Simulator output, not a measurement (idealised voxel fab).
The document below concerns the process module designated voxel ribs on slabs.
Cross-sectional view cut (width: 210 nm; square cell size: 5 nm).
The cross-sections in this document take the form of a grid made of square cells. They are written out as bands, in order from top to bottom. Each band consists of one or more rows of cells.
Within each band entry, the heights of the top and of the bottom of the band appear first, in that order and in nm; the materials of the band then follow from left to right, each with its corresponding width in nm. The designation "all across" on a single material indicates that it fills the band from edge to edge; the designation "empty" indicates empty space.
All heights in this document are referenced to 0, defined as the level beneath which the wafer, as received, consists entirely of one material. The lowest band is not bounded below; it extends indefinitely downward and is written in the form "0 and below".
Width: "30->40" (first number = top row, second number = bottom row, same change from row to row of cells).
The designation "remains unaltered", where it is given for a processing step, indicates that no cell of the cross-section was altered in the course of that step.
Closed-off voids of 8+ cells (no open route to the top) go in "closed voids", written width x height at distance from the left edge, in nm.
Text after the settings on a step's line: the simulator's own remark on that step.
"overlay nm" on a masked step: distance the mask lay right of its planned place, negative for left.
Steps planned for the process
1,RECEIVE | material Si
2,DIRECTIONAL_DEP | material SiO2 | thk nm 25
3,DIRECTIONAL_DEP | material SiN | thk nm 25
4,MASKED_ETCH | tone cover | mask id RIB | width nm 15 | etch materials SiN | depth nm 10 | overlay nm 0
5,PATTERN | tone cover | mask id SLAB | material resist | width nm 65 | thk nm 15 | overlay nm 0
6,DIRECTIONAL_ETCH | etch materials SiN | depth nm 15
7,STRIP | etch materials resist
8,FILL_DEP | material SiO2 | thk nm 25
9,CMP | height nm 70
10,DIRECTIONAL_DEP | material TiN | thk nm 5
11,PATTERN | tone cover | mask id HEATER | material resist | width nm 25 | thk nm 20 | overlay nm 0
12,DIRECTIONAL_ETCH | etch materials TiN | depth nm 5
13,STRIP | etch materials resist
14,CONFORMAL_DEP | material SiN | thk nm 10
On the first of the two wafers: run conducted according to plan
Step 1 complete: cross-section of the wafer as received
0 and below = Si all across
closed voids: none
Take a look at the wafer's cross-section after step 2
25 down to 0 = SiO2 all across
Unchanged below 0.
Take a look at the wafer's cross-section after step 3
50 down to 25 = SiN all across
Unchanged below 25.
Take a look at the wafer's cross-section after step 4
50 down to 40 = empty 95, then SiN 15, then empty 100
Unchanged below 40.
Take a look at the wafer's cross-section after step 5
65 down to 50 = empty 70, then resist 65, then empty 75
50 down to 40 = empty 70, then resist 25, then SiN 15, then resist 25, then empty 75
Unchanged below 40.
Take a look at the wafer's cross-section after step 6
65 down to 50 = empty 70, then resist 65, then empty 75
50 down to 40 = empty 70, then resist 25, then SiN 15, then resist 25, then empty 75
40 down to 25 = empty 70, then SiN 65, then empty 75
Unchanged below 25.
Take a look at the wafer's cross-section after step 7
50 down to 40 = empty 95, then SiN 15, then empty 100
Unchanged below 40.
Take a look at the wafer's cross-section after step 8
75 down to 50 = SiO2 all across
50 down to 40 = SiO2 95, then SiN 15, then SiO2 100
40 down to 25 = SiO2 70, then SiN 65, then SiO2 75
Unchanged below 25.
Take a look at the wafer's cross-section after step 9
70 down to 50 = SiO2 all across
Unchanged below 50.
Take a look at the wafer's cross-section after step 10
75 down to 70 = TiN all across
Unchanged below 70.
Take a look at the wafer's cross-section after step 11
95 down to 75 = empty 90, then resist 25, then empty 95
Unchanged below 75.
Take a look at the wafer's cross-section after step 12
95 down to 75 = empty 90, then resist 25, then empty 95
75 down to 70 = empty 90, then TiN 25, then empty 95
Unchanged below 70.
Take a look at the wafer's cross-section after step 13
75 down to 70 = empty 90, then TiN 25, then empty 95
Unchanged below 70.
Take a look at the wafer's cross-section after step 14
85 down to 80 = empty 80, then SiN 45, then empty 85
80 down to 75 = SiN all across
75 down to 70 = SiN 90, then TiN 25, then SiN 95
Unchanged below 70.
Wafer two. Identical start, identical plan. One mistake in execution. Identical history through step 1
Cross-section of the second wafer corresponding to the planned conclusion of step 2
25 down to 0 = SiN all across
Unchanged below 0.
Cross-section of the second wafer corresponding to the planned conclusion of step 3
50 down to 25 = SiO2 all across
Unchanged below 25.
Cross-section of the second wafer corresponding to the planned conclusion of step 4: remains unaltered
Cross-section of the second wafer corresponding to the planned conclusion of step 5
65 down to 50 = empty 70, then resist 65, then empty 75
Unchanged below 50.
Cross-section of the second wafer corresponding to the planned conclusion of step 6: remains unaltered
Cross-section of the second wafer corresponding to the planned conclusion of step 7
50 down to 25 = SiO2 all across
Unchanged below 25.
Cross-section of the second wafer corresponding to the planned conclusion of step 8
75 down to 25 = SiO2 all across
Unchanged below 25.
Cross-section of the second wafer corresponding to the planned conclusion of step 9
70 down to 25 = SiO2 all across
Unchanged below 25.
Cross-section of the second wafer corresponding to the planned conclusion of step 10
75 down to 70 = TiN all across
Unchanged below 70.
Cross-section of the second wafer corresponding to the planned conclusion of step 11
95 down to 75 = empty 90, then resist 25, then empty 95
Unchanged below 75.
Cross-section of the second wafer corresponding to the planned conclusion of step 12
95 down to 75 = empty 90, then resist 25, then empty 95
75 down to 70 = empty 90, then TiN 25, then empty 95
Unchanged below 70.
Cross-section of the second wafer corresponding to the planned conclusion of step 13
75 down to 70 = empty 90, then TiN 25, then empty 95
Unchanged below 70.
Cross-section of the second wafer corresponding to the planned conclusion of step 14
85 down to 80 = empty 80, then SiN 45, then empty 85
80 down to 75 = SiN all across
75 down to 70 = SiN 90, then TiN 25, then SiN 95
Unchanged below 70.
It is concluded that the wafer was processed incorrectly with respect to the plan, in that steps 2 and 3 run out of order (swapped)
Final difference in cells, second wafer against first, listed per material as more or fewer: +165 SiN; -165 SiO2
